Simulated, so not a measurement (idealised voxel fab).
Name of the process module below: voxel double patterning
For reference, the cross-section in this document is cut, with width 210 nm and square cells of 5 nm.
Each cross-section below is a grid of square cells, stated as bands in top-down order, with one or more rows of cells making up each band. Top, bottom (nm), then materials left to right with widths (nm); lone material tagged "edge to edge" fills the whole band edge to edge; "air" = empty space. Measure heights from 0. That's the level where, below it, the as-received wafer is all one material. The lowest band is bottomless and extends downward; write it as in "0 and below". You'd read "30->40" like this: the band's top row of cells is as wide as the first number, its bottom row is as wide as the second, and going down, every row changes width by the same amount as the row before did. For the purposes of this document, the phrase "remained the same" attached to a step denotes that no cell within the cross-section was modified by that step. Under "Sealed-off cavities" you'll find the enclosed gaps, the ones with no way out to the top, that are 8 cells or bigger; each reads width x height at distance, with distance counted from the left edge, everything in nm. Step line, after settings: the simulator's comment on this step. The "overlay nm" setting may appear on a step's line; for a step that uses a mask, it gives how far to the right of its planned position the mask lay, and a negative value indicates the left.

### Below is the list of planned process steps
1 RECEIVE: material Si
2 CONFORMAL_DEP: material SiO2, thk nm 5
3 DIRECTIONAL_DEP: material polySi, thk nm 15
4 DIRECTIONAL_DEP: material SiN, thk nm 10
5 PATTERN: tone open, mask id FIRST, material resist, width nm 15, pitch nm 50, thk nm 15, overlay nm 0
6 DIRECTIONAL_ETCH: etch materials SiN, depth nm 10
7 STRIP: etch materials resist
8 MASKED_ETCH: tone open, mask id SECOND, width nm 15, etch materials SiN, depth nm 10, overlay nm 0
9 DIRECTIONAL_ETCH: etch materials polySi, depth nm 15
10 STRIP: etch materials SiN

### Incoming wafer, cross-sectional view, post step 1
	0 and below | Si edge to edge
	Sealed-off cavities: none

### Starting wafer: above. Plan: above. Run: one mistake. Cross-section after the module: below
	20 down to 15 | SiO2 edge to edge
	15 down to 0 | polySi edge to edge
	0 and below | Si edge to edge
	Sealed-off cavities: none
Heads up, the wafer didn't run the way we planned it: steps 2 and 3 swapped
